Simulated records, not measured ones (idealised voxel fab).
Presented below is a process module, voxel self aligned vias.
Section cut is 185 nm wide and gridded with 5 nm square cells.
Format of a cross-section: grid, square cells. Given as bands. Order: top down. Band: one or more rows of cells.
This entry defines a band. It first specifies the height of the band's top and the height of its bottom in nm, and then specifies the band's materials from left to right, stating each material with its width in nm. The word "edge to edge" identifies a single material that fills the band from edge to edge, while the word "empty" identifies empty space.
Heights are reckoned from 0. Under this level, the received wafer is all of one material. The bottommost band is open-ended downward, for example "0 nm and below".
Note: "30..40" means the width goes from the first number (top row of the band) to the second number (bottom row) in equal steps per row of cells.
Reading "no modifications" for a step: not a cell of the cross-section changed in it.
Voids not open to the top, 8 cells minimum: see "Completely sealed voids". Written width x height at distance; distance is from the left edge; nm.
Note: text after step settings on the step line = simulator remark on that step.
You can add "overlay nm" to a step's line. For a step with a mask, it describes how far the mask lay to the right of its planned position, and a negative number describes a lay to the left.

So here's the lineup of process steps we planned
1. RECEIVE with material Si
2. CONFORMAL_DEP with material SiO2, thk nm 15
3. CONFORMAL_DEP with material SiCN, thk nm 5
4. DIRECTIONAL_DEP with material SiO2, thk nm 30
5. DIRECTIONAL_DEP with material aC, thk nm 10
6. PATTERN with tone open, mask id LINES, material resist, width nm 25, pitch nm 50, thk nm 25, overlay nm 0
7. DIRECTIONAL_ETCH with etch materials aC, depth nm 10
8. STRIP with etch materials resist
9. DIRECTIONAL_ETCH with etch materials SiO2, depth nm 30
10. STRIP with etch materials aC
11. CONFORMAL_DEP with material TiN, thk nm 5
12. FILL_DEP with material W, thk nm 5
13. CMP with height nm 50
14. SELECTIVE_ETCH with etch materials W Ru TiN, depth nm 5
15. FILL_DEP with material SiN, thk nm 10
16. CMP with height nm 50
17. DIRECTIONAL_DEP with material SiO2, thk nm 15
18. MASKED_ETCH with tone open, mask id VIAS, width nm 35, etch materials SiO2, depth nm 15, overlay nm 0
19. MASKED_ETCH with tone open, mask id VIAS, width nm 35, etch materials SiN, depth nm 5, overlay nm 0
20. CONFORMAL_DEP with material TiN, thk nm 5
21. FILL_DEP with material Cu, thk nm 10
22. CMP with height nm 65
23. CONFORMAL_DEP with material SiCN, thk nm 5

first wafer, as planned

Cross-section of the wafer as it came to us, i.e., already through step 1
0 nm and below = Si edge to edge
Completely sealed voids: none

Wafer after step 2 (cross-section)
15 nm to 0 nm = SiO2 edge to edge
below 0: unchanged

Wafer after step 3 (cross-section)
20 nm to 15 nm = SiCN edge to edge
below 15: unchanged

Wafer after step 4 (cross-section)
50 nm to 20 nm = SiO2 edge to edge
below 20: unchanged

Wafer after step 5 (cross-section)
60 nm to 50 nm = aC edge to edge
below 50: unchanged

Wafer after step 6 (cross-section)
85 nm to 60 nm = resist: 55 / empty: 25 / resist: 25 / empty: 25 / resist: 55
below 60: unchanged

Wafer after step 7 (cross-section)
75 nm to 60 nm = resist: 55 / empty: 25 / resist: 25 / empty: 25 / resist: 55
60 nm to 50 nm = aC: 55 / empty: 25 / aC: 25 / empty: 25 / aC: 55
below 50: unchanged

Wafer after step 8 (cross-section)
60 nm to 50 nm = aC: 55 / empty: 25 / aC: 25 / empty: 25 / aC: 55
below 50: unchanged

Wafer after step 9 (cross-section)
60 nm to 50 nm = aC: 55 / empty: 25 / aC: 25 / empty: 25 / aC: 55
50 nm to 20 nm = SiO2: 55 / empty: 25 / SiO2: 25 / empty: 25 / SiO2: 55
below 20: unchanged

Wafer after step 10 (cross-section)
50 nm to 20 nm = SiO2: 55 / empty: 25 / SiO2: 25 / empty: 25 / SiO2: 55
below 20: unchanged

Wafer after step 11 (cross-section)
55 nm to 50 nm = TiN: 60 / empty: 15 / TiN: 35 / empty: 15 / TiN: 60
50 nm to 25 nm = SiO2: 55 / TiN: 5 / empty: 15 / TiN: 5 / SiO2: 25 / TiN: 5 / empty: 15 / TiN: 5 / SiO2: 55
25 nm to 20 nm = SiO2: 55 / TiN: 25 / SiO2: 25 / TiN: 25 / SiO2: 55
below 20: unchanged

Wafer after step 12 (cross-section)
60 nm to 55 nm = W edge to edge
55 nm to 50 nm = TiN: 60 / W: 15 / TiN: 35 / W: 15 / TiN: 60
50 nm to 25 nm = SiO2: 55 / TiN: 5 / W: 15 / TiN: 5 / SiO2: 25 / TiN: 5 / W: 15 / TiN: 5 / SiO2: 55
below 25: unchanged

Wafer after step 13 (cross-section)
50 nm to 25 nm = SiO2: 55 / TiN: 5 / W: 15 / TiN: 5 / SiO2: 25 / TiN: 5 / W: 15 / TiN: 5 / SiO2: 55
below 25: unchanged

Wafer after step 14 (cross-section)
50 nm to 45 nm = SiO2: 55 / empty: 25 / SiO2: 25 / empty: 25 / SiO2: 55
below 45: unchanged

Wafer after step 15 (cross-section)
60 nm to 50 nm = SiN edge to edge
50 nm to 45 nm = SiO2: 55 / SiN: 25 / SiO2: 25 / SiN: 25 / SiO2: 55
below 45: unchanged

Wafer after step 16 (cross-section)
50 nm to 45 nm = SiO2: 55 / SiN: 25 / SiO2: 25 / SiN: 25 / SiO2: 55
below 45: unchanged

Wafer after step 17 (cross-section)
65 nm to 50 nm = SiO2 edge to edge
below 50: unchanged

Wafer after step 18 (cross-section)
65 nm to 50 nm = SiO2: 50 / empty: 35 / SiO2: 100
below 50: unchanged

Wafer after step 19 (cross-section)
65 nm to 50 nm = SiO2: 50 / empty: 35 / SiO2: 100
50 nm to 45 nm = SiO2: 55 / empty: 25 / SiO2: 25 / SiN: 25 / SiO2: 55
below 45: unchanged

Wafer after step 20 (cross-section)
70 nm to 65 nm = TiN: 55 / empty: 25 / TiN: 105
65 nm to 55 nm = SiO2: 50 / TiN: 5 / empty: 25 / TiN: 5 / SiO2: 100
55 nm to 50 nm = SiO2: 50 / TiN: 10 / empty: 15 / TiN: 10 / SiO2: 100
50 nm to 45 nm = SiO2: 55 / TiN: 25 / SiO2: 25 / SiN: 25 / SiO2: 55
below 45: unchanged

Wafer after step 21 (cross-section)
80 nm to 70 nm = Cu edge to edge
70 nm to 65 nm = TiN: 55 / Cu: 25 / TiN: 105
65 nm to 55 nm = SiO2: 50 / TiN: 5 / Cu: 25 / TiN: 5 / SiO2: 100
55 nm to 50 nm = SiO2: 50 / TiN: 10 / Cu: 15 / TiN: 10 / SiO2: 100
below 50: unchanged

Wafer after step 22 (cross-section)
65 nm to 55 nm = SiO2: 50 / TiN: 5 / Cu: 25 / TiN: 5 / SiO2: 100
below 55: unchanged

Wafer after step 23 (cross-section)
70 nm to 65 nm = SiCN edge to edge
below 65: unchanged

Here the second wafer is described. Its start and its plan were those of the first wafer. Its run contained one mistake. Up to and including step 19, it did exactly what the first wafer did

Cross-section of the second wafer at the time by which step 20 should have been completed according to the plan
70 nm to 55 nm = SiO2: 55 / empty: 25 / SiO2: 105
55 nm to 50 nm = SiO2: 60 / empty: 15 / SiO2: 110
50 nm to 45 nm = SiO2: 105 / SiN: 25 / SiO2: 55
below 45: unchanged

Cross-section of the second wafer at the time by which step 21 should have been completed according to the plan
80 nm to 70 nm = Cu edge to edge
70 nm to 55 nm = SiO2: 55 / Cu: 25 / SiO2: 105
55 nm to 50 nm = SiO2: 60 / Cu: 15 / SiO2: 110
below 50: unchanged

Cross-section of the second wafer at the time by which step 22 should have been completed according to the plan
65 nm to 55 nm = SiO2: 55 / Cu: 25 / SiO2: 105
below 55: unchanged

Cross-section of the second wafer at the time by which step 23 should have been completed according to the plan
70 nm to 65 nm = SiCN edge to edge
below 65: unchanged
Deviation noted in wafer processing: step 20 did not use the planned setting and instead ran as CONFORMAL_DEP with material SiO2, thk nm 5
Heads up, by the end the second wafer has more or fewer cells of some materials compared to the first: +13 SiO2 | -13 TiN
